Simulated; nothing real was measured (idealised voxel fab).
Process module name: voxel transistor to metal
It is cross-section cut that appears here, measuring 285 nm in width, its square cells being 5 nm in size.
Notation: cross-section as square-cell grid; stated in bands, top first, going down; one or more cell rows per band.
It is stipulated that each band's entry specify, in nanometres, the height of the top of the band and then that of its bottom, followed by the materials of the band in left-to-right sequence, each together with its width in nanometres. A single material marked by the word "throughout" is understood to fill the band from edge to edge; the word "empty" is understood to denote empty space.
Where do heights start? At 0: under that level the wafer as delivered is made of one material only. And the lowest band has no floor; it just carries on downward, as in "z 0 and below".
The width entry "30 to 40" should be interpreted row by row: the top row of cells in the band takes the first number, the bottom row takes the second number, and the change between adjacent rows is uniform throughout.
Basically "no modification" means that step didn't change any cell in the cross-section.
Voids not open to the top, 8 cells minimum: see "Enclosed internal cavities". Written width x height at distance; distance is from the left edge; nm.
If you see something after the settings on a step's line, that's the simulator's own remark about that step.
What "overlay nm" on a step's line means: if the step has a mask, that mask lay this far to the right of its planned place, or, when the value is negative, to the left.
## The process steps that were planned are listed below
1) RECEIVE: material Si
2) CONFORMAL_DEP: material SiO2, thk nm 5
3) CONFORMAL_DEP: material SiN, thk nm 10
4) PATTERN: tone cover, mask id ACTIVE, material resist, width nm 115, pitch nm 135, thk nm 20, overlay nm 0
5) DIRECTIONAL_ETCH: etch materials SiN, depth nm 10
6) DIRECTIONAL_ETCH: etch materials SiO2, depth nm 5
7) DIRECTIONAL_ETCH: etch materials Si, depth nm 20
8) STRIP: etch materials resist
9) FILL_DEP: material SiO2, thk nm 5
10) CMP: height nm 15
11) SELECTIVE_ETCH: etch materials SiO2, depth nm 10
12) STRIP: etch materials SiN
13) SELECTIVE_ETCH: etch materials SiO2, depth nm 5
14) OXIDIZE: depth nm 5
15) DIRECTIONAL_DEP: material polySi, thk nm 30
16) DIRECTIONAL_DEP: material SiCN, thk nm 15
17) PATTERN: tone cover, mask id GATE, material resist, width nm 25, pitch nm 135, thk nm 20, overlay nm 0
18) DIRECTIONAL_ETCH: etch materials SiCN, depth nm 25
19) DIRECTIONAL_ETCH: etch materials polySi, depth nm 40
20) STRIP: etch materials resist
21) CONFORMAL_DEP: material SiO2, thk nm 5
22) DIRECTIONAL_ETCH: etch materials SiO2, depth nm 5
23) CONFORMAL_DEP: material SiN, thk nm 5
24) DIRECTIONAL_ETCH: etch materials SiN, depth nm 5
25) DIRECTIONAL_ETCH: etch materials SiO2, depth nm 5
26) DIRECTIONAL_ETCH: etch materials Si, depth nm 10
27) EPI: material pSi, thk nm 15
28) FILL_DEP: material SiO2, thk nm 5
29) CMP: height nm 45
30) DIRECTIONAL_DEP: material SiO2, thk nm 10
31) PATTERN: tone open, mask id CONTACT, material resist, width nm 15, thk nm 15, overlay nm 0
32) DIRECTIONAL_ETCH: etch materials SiO2, depth nm 55
33) STRIP: etch materials resist
34) CONFORMAL_DEP: material TiN, thk nm 5
35) FILL_DEP: material W, thk nm 10
36) CMP: height nm 55
37) CONFORMAL_DEP: material SiCN, thk nm 5
38) DIRECTIONAL_DEP: material SiO2, thk nm 20
39) DIRECTIONAL_DEP: material aC, thk nm 10
40) PATTERN: tone open, mask id METAL_1, material resist, width nm 15, thk nm 30, overlay nm 0
41) DIRECTIONAL_ETCH: etch materials aC, depth nm 10
42) STRIP: etch materials resist
43) DIRECTIONAL_ETCH: etch materials SiO2, depth nm 20
44) DIRECTIONAL_ETCH: etch materials SiCN, depth nm 5
45) STRIP: etch materials aC
46) CONFORMAL_DEP: material TiN, thk nm 5
47) FILL_DEP: material Cu, thk nm 5
48) CMP: height nm 80
49) CONFORMAL_DEP: material SiCN, thk nm 5
50) DIRECTIONAL_DEP: material lowk, thk nm 35
51) PATTERN: tone open, mask id METAL_2, material resist, width nm 15, pitch nm 135, thk nm 15, overlay nm 0
52) DIRECTIONAL_ETCH: etch materials lowk, depth nm 10
53) STRIP: etch materials resist
54) MASKED_ETCH: tone open, mask id METAL_2_HOLES, width nm 15, pitch nm 135, etch materials lowk, depth nm 15, overlay nm 0
55) MASKED_ETCH: tone open, mask id METAL_2_HOLES, width nm 15, pitch nm 135, etch materials SiCN, depth nm 5, overlay nm 0
56) CONFORMAL_DEP: material TiN, thk nm 5
57) FILL_DEP: material Ru, thk nm 5
58) CMP: height nm 120
59) CONFORMAL_DEP: material SiN, thk nm 5
Variable across wafers: step 52 depth nm (plan value is that of the first wafer; starting state common to all).
## First of several wafers (as received, post step 1), cross-sectional view
    z 0 and below = Si throughout
    Enclosed internal cavities: none
## Per wafer (row), end of module: delta in cells per material since receipt, (+) for gained, (-) for lost; closed voids after that
depth nm 10 | +16 Cu | +8 Ru | -146 Si | +132 SiCN | +93 SiN | +591 SiO2 | +158 TiN | +32 W | +369 lowk | +112 pSi | +60 polySi | Enclosed internal cavities: none
depth nm 15 | +16 Cu | +10 Ru | -146 Si | +132 SiCN | +93 SiN | +591 SiO2 | +162 TiN | +32 W | +363 lowk | +112 pSi | +60 polySi | Enclosed internal cavities: none
depth nm 20 | +16 Cu | +14 Ru | -146 Si | +126 SiCN | +93 SiN | +591 SiO2 | +170 TiN | +32 W | +357 lowk | +112 pSi | +60 polySi | Enclosed internal cavities: none
depth nm 25 | +16 Cu | +14 Ru | -146 Si | +126 SiCN | +93 SiN | +591 SiO2 | +170 TiN | +32 W | +357 lowk | +112 pSi | +60 polySi | Enclosed internal cavities: none
depth nm 30 | +16 Cu | +14 Ru | -146 Si | +126 SiCN | +93 SiN | +591 SiO2 | +170 TiN | +32 W | +357 lowk | +112 pSi | +60 polySi | Enclosed internal cavities: none
depth nm 35 | +16 Cu | +14 Ru | -146 Si | +126 SiCN | +93 SiN | +591 SiO2 | +170 TiN | +32 W | +357 lowk | +112 pSi | +60 polySi | Enclosed internal cavities: none
